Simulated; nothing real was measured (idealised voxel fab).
Presented below is a process module, voxel tone inversion.
In the cross-section labelled cut, the width is 220 nm and each square cell is 5 nm.
Cross-section, as written here: a square-cell grid given band by band from the top down, where a band holds one or more rows of cells.
A band entry consists of two parts. The first gives the height of the band's top and the height of its bottom, in nm. The rest lists the band's materials from left to right, each with its width in nm. A single material labelled with the word "throughout" fills the band from edge to edge, and the word "empty" marks empty space.
Ref level 0: as-received wafer is one material below here. Bottom band extends down with no lower bound ("0 down").
Width: "30->40" (first number = top row, second number = bottom row, same change from row to row of cells).
The cross-section has no changed cell in any step marked "nothing was modified".
Heads up: "Closed void inventory" only lists the empty pockets with no open path to the top that are 8 cells or more, and it writes them as width x height at distance, distance from the left edge, in nm.
On a step's line, text after the settings is the simulator commenting on that step.
A step's line can hold "overlay nm"; with a mask on that step, the setting says how far right of the planned place the mask lay, while a negative setting says it lay to the left.

Process steps (planned):
1) op RECEIVE | material Si
2) op CONFORMAL_DEP | material SiCN | thk nm 10
3) op DIRECTIONAL_DEP | material polySi | thk nm 15
4) op PATTERN | tone cover | mask id POSTS | material resist | width nm 20 | pitch nm 50 | thk nm 20 | overlay nm 0
5) op DIRECTIONAL_ETCH | etch materials polySi | depth nm 15
6) op STRIP | etch materials resist
7) op FILL_DEP | material SiO2 | thk nm 10
8) op CMP | height nm 25
9) op STRIP | etch materials polySi
10) op CONFORMAL_DEP | material TiN | thk nm 5
11) op FILL_DEP | material Ru | thk nm 5
12) op CMP | height nm 25
13) op CONFORMAL_DEP | material SiN | thk nm 5

First of two wafers - as planned:

As-received wafer cross-section (after step 1):
0 down: Si throughout
Closed void inventory: none

Cross-sectional representation of the wafer at the conclusion of step 2:
10 to 0: SiCN throughout
No changes below 0.

Cross-sectional representation of the wafer at the conclusion of step 3:
25 to 10: polySi throughout
No changes below 10.

Cross-sectional representation of the wafer at the conclusion of step 4:
45 to 25: 50 of empty, 20 of resist, 30 of empty, 20 of resist, 30 of empty, 20 of resist, 50 of empty
No changes below 25.

Cross-sectional representation of the wafer at the conclusion of step 5:
45 to 25: 50 of empty, 20 of resist, 30 of empty, 20 of resist, 30 of empty, 20 of resist, 50 of empty
25 to 10: 50 of empty, 20 of polySi, 30 of empty, 20 of polySi, 30 of empty, 20 of polySi, 50 of empty
No changes below 10.

Cross-sectional representation of the wafer at the conclusion of step 6:
25 to 10: 50 of empty, 20 of polySi, 30 of empty, 20 of polySi, 30 of empty, 20 of polySi, 50 of empty
No changes below 10.

Cross-sectional representation of the wafer at the conclusion of step 7:
35 to 25: SiO2 throughout
25 to 10: 50 of SiO2, 20 of polySi, 30 of SiO2, 20 of polySi, 30 of SiO2, 20 of polySi, 50 of SiO2
No changes below 10.

Cross-sectional representation of the wafer at the conclusion of step 8:
25 to 10: 50 of SiO2, 20 of polySi, 30 of SiO2, 20 of polySi, 30 of SiO2, 20 of polySi, 50 of SiO2
No changes below 10.

Cross-sectional representation of the wafer at the conclusion of step 9:
25 to 10: 50 of SiO2, 20 of empty, 30 of SiO2, 20 of empty, 30 of SiO2, 20 of empty, 50 of SiO2
No changes below 10.

Cross-sectional representation of the wafer at the conclusion of step 10:
30 to 25: 55 of TiN, 10 of empty, 40 of TiN, 10 of empty, 40 of TiN, 10 of empty, 55 of TiN
25 to 15: 50 of SiO2, 5 of TiN, 10 of empty, 5 of TiN, 30 of SiO2, 5 of TiN, 10 of empty, 5 of TiN, 30 of SiO2, 5 of TiN, 10 of empty, 5 of TiN, 50 of SiO2
15 to 10: 50 of SiO2, 20 of TiN, 30 of SiO2, 20 of TiN, 30 of SiO2, 20 of TiN, 50 of SiO2
No changes below 10.

Cross-sectional representation of the wafer at the conclusion of step 11:
35 to 30: Ru throughout
30 to 25: 55 of TiN, 10 of Ru, 40 of TiN, 10 of Ru, 40 of TiN, 10 of Ru, 55 of TiN
25 to 15: 50 of SiO2, 5 of TiN, 10 of Ru, 5 of TiN, 30 of SiO2, 5 of TiN, 10 of Ru, 5 of TiN, 30 of SiO2, 5 of TiN, 10 of Ru, 5 of TiN, 50 of SiO2
No changes below 15.

Cross-sectional representation of the wafer at the conclusion of step 12:
25 to 15: 50 of SiO2, 5 of TiN, 10 of Ru, 5 of TiN, 30 of SiO2, 5 of TiN, 10 of Ru, 5 of TiN, 30 of SiO2, 5 of TiN, 10 of Ru, 5 of TiN, 50 of SiO2
No changes below 15.

Cross-sectional representation of the wafer at the conclusion of step 13:
30 to 25: SiN throughout
No changes below 25.

Wafer two of two - same starting point, same process plan, one mistake in execution; matches wafer one up to and including step 1:

Cross-section of the second wafer when, according to plan, step 2 should have finished:
15 to 0: polySi throughout
No changes below 0.

Cross-section of the second wafer when, according to plan, step 3 should have finished:
25 to 15: SiCN throughout
No changes below 15.

Cross-section of the second wafer when, according to plan, step 4 should have finished:
45 to 25: 50 of empty, 20 of resist, 30 of empty, 20 of resist, 30 of empty, 20 of resist, 50 of empty
No changes below 25.

Cross-section of the second wafer when, according to plan, step 5 should have finished: nothing was modified

Cross-section of the second wafer when, according to plan, step 6 should have finished:
25 to 15: SiCN throughout
No changes below 15.

Cross-section of the second wafer when, according to plan, step 7 should have finished:
35 to 25: SiO2 throughout
No changes below 25.

Cross-section of the second wafer when, according to plan, step 8 should have finished:
25 to 15: SiCN throughout
No changes below 15.

Cross-section of the second wafer when, according to plan, step 9 should have finished: nothing was modified

Cross-section of the second wafer when, according to plan, step 10 should have finished:
30 to 25: TiN throughout
No changes below 25.

Cross-section of the second wafer when, according to plan, step 11 should have finished:
35 to 30: Ru throughout
No changes below 30.

Cross-section of the second wafer when, according to plan, step 12 should have finished:
25 to 15: SiCN throughout
No changes below 15.

Cross-section of the second wafer when, according to plan, step 13 should have finished:
30 to 25: SiN throughout
No changes below 25.
Misprocessing identified: a sequencing error occurred in which plan steps 2 and 3 were transposed
The closing comparison, in cells, has the second wafer with more or fewer of some materials than the first: 12 fewer of Ru, 96 fewer of SiO2, 24 fewer of TiN, 132 more of polySi
